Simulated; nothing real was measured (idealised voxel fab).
Documented hereafter: the process module known as voxel tone inversion.
Square cells of 5 nm make up the cross-section cut, whose width is 215 nm.
For the purposes of this document, a cross-section shall be understood as a grid of square cells, specified as bands listed in top-to-bottom order, each band consisting of one or more rows of cells.
Band entry format. Leading values: height of top, height of bottom, nm. Remainder: materials in left-to-right order, each with its width in nm. Special words: "full width" on a single material, which then fills the band edge to edge; "blank", empty space.
Heights are reckoned from 0. Under this level, the received wafer is all of one material. The bottommost band is open-ended downward, for example "z 0 and below".
Think of "30..40" as a width that walks from the first number to the second as you go down the band, top row to bottom row, taking equal-sized steps from row to row.
The designation "left unchanged", where it is given for a processing step, indicates that no cell of the cross-section was altered in the course of that step.
Empty spaces counting at least 8 cells and having no open way to the top are listed in "Fully sealed voids". The notation width x height at distance is used for each, the distance being from the left edge and all three values in nm.
Text after the settings on a step's line: the simulator's own remark on that step.
Steps that use a mask can have "overlay nm" on their line. It says how far the mask sat to the right of where it was meant to be. Negative means to the left.

Process steps (planned):
1: RECEIVE [material Si]
2: CONFORMAL_DEP [material SiCN] [thk nm 5]
3: DIRECTIONAL_DEP [material polySi] [thk nm 25]
4: PATTERN [tone cover] [mask id POSTS] [material resist] [width nm 20] [pitch nm 45] [thk nm 35] [overlay nm 0]
5: DIRECTIONAL_ETCH [etch materials polySi] [depth nm 25]
6: STRIP [etch materials resist]
7: FILL_DEP [material SiO2] [thk nm 10]
8: CMP [height nm 30]
9: STRIP [etch materials polySi]

Cross-section of the wafer upon arrival, representing the state reached after step 1:
	z 0 and below: Si full width
	Fully sealed voids: none

This is how the wafer looks in cross-section once the module is done, given the starting state and plan above and one mistake in carrying the plan out:
	z 30 to 5: 75 of blank, then 20 of SiO2, then 25 of blank, then 20 of SiO2, then 75 of blank
	z 5 to 0: SiCN full width
	z 0 and below: Si full width
	Fully sealed voids: none
So what did we get wrong on this run? heads up, step 4 didn't go per plan, it actually ran as PATTERN [tone open] [mask id POSTS] [material resist] [width nm 20] [pitch nm 45] [thk nm 35] [overlay nm 0]
